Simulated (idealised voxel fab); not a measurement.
The name of this process module is voxel ribs on slabs.
FYI the section here is cut, 235 nm wide, cells are 5 nm squares.
How to read a cross-section here: the picture is a grid of square cells, written as bands going from the top down, and any band can span one or more rows of cells.
Band: top and bottom heights (nm) first, top before bottom; then materials from left to right, widths in nm. "edge to edge" marks a sole material filling the band edge to edge. "blank" denotes empty space.
Height 0 is the level under which the wafer as received is all one material. The lowest band goes on downwards, as in "top 0, no bottom".
The expression "30 to 40" gives the width at the extremes of the band, the first number at its top row of cells and the second at its bottom row, with the width changing by equal amounts from each row to the next in between.
A step reported as "remained the same" is a step in which no cell of the cross-section changed.
The entry titled "Closed cavity list" provides the empty spaces that have no open way to the top, restricted to those of 8 cells or more. Each is presented as width x height at distance, the distance being measured from the left edge, with all three in nm.
Anything after a step's settings on that line? It's the simulator's own note about the step.
The optional step-line setting "overlay nm" applies to steps with a mask and quantifies how far to the right of its planned location the mask lay, a negative value indicating leftward placement.
Intended process steps
1. RECEIVE,material Si
2. DIRECTIONAL_DEP,material SiO2,thk nm 30
3. DIRECTIONAL_DEP,material polySi,thk nm 15
4. MASKED_ETCH,tone cover,mask id RIB,width nm 30,etch materials polySi,depth nm 10,overlay nm 0
5. PATTERN,tone cover,mask id SLAB,material resist,width nm 90,thk nm 15,overlay nm 0
6. DIRECTIONAL_ETCH,etch materials polySi,depth nm 5
7. STRIP,etch materials resist
8. FILL_DEP,material SiO2,thk nm 15
9. CMP,height nm 55
10. DIRECTIONAL_DEP,material TiN,thk nm 5
11. DIRECTIONAL_DEP,material aC,thk nm 10
12. PATTERN,tone cover,mask id HEATER,material resist,width nm 40,thk nm 25,overlay nm 0
13. DIRECTIONAL_ETCH,etch materials aC,depth nm 10
14. STRIP,etch materials resist
15. DIRECTIONAL_ETCH,etch materials TiN,depth nm 5
16. STRIP,etch materials aC
17. CONFORMAL_DEP,material SiN,thk nm 10
Received-state cross-section, reflecting completion of step 1
	top 0, no bottom = Si edge to edge
	Closed cavity list: none
Run as planned - first of the two wafers cross-sectioned at the end of the module
	top 70, bottom 65 = blank 85 nm; SiN 60 nm; blank 90 nm
	top 65, bottom 60 = SiN edge to edge
	top 60, bottom 55 = SiN 95 nm; TiN 40 nm; SiN 100 nm
	top 55, bottom 45 = SiO2 edge to edge
	top 45, bottom 35 = SiO2 100 nm; polySi 30 nm; SiO2 105 nm
	top 35, bottom 30 = SiO2 70 nm; polySi 90 nm; SiO2 75 nm
	top 30, bottom 0 = SiO2 edge to edge
	top 0, no bottom = Si edge to edge
	Closed cavity list: none
The second wafer, shown in cross-section after the module: started the same way as the first and given the same plan, yet one mistake crept into how it was run
	top 70, bottom 65 = blank 85 nm; SiN 60 nm; blank 90 nm
	top 65, bottom 60 = SiN edge to edge
	top 60, bottom 55 = SiN 95 nm; TiN 40 nm; SiN 100 nm
	top 55, bottom 45 = SiO2 edge to edge
	top 45, bottom 35 = SiO2 90 nm; polySi 30 nm; SiO2 115 nm
	top 35, bottom 30 = SiO2 70 nm; polySi 90 nm; SiO2 75 nm
	top 30, bottom 0 = SiO2 edge to edge
	top 0, no bottom = Si edge to edge
	Closed cavity list: none
Run error: step 4 did not happen as planned, as run it was MASKED_ETCH,tone cover,mask id RIB,width nm 30,etch materials polySi,depth nm 10,overlay nm -10
When the process is done, the second wafer contains the same cell count of every material as the first wafer, but distributed over other locations.
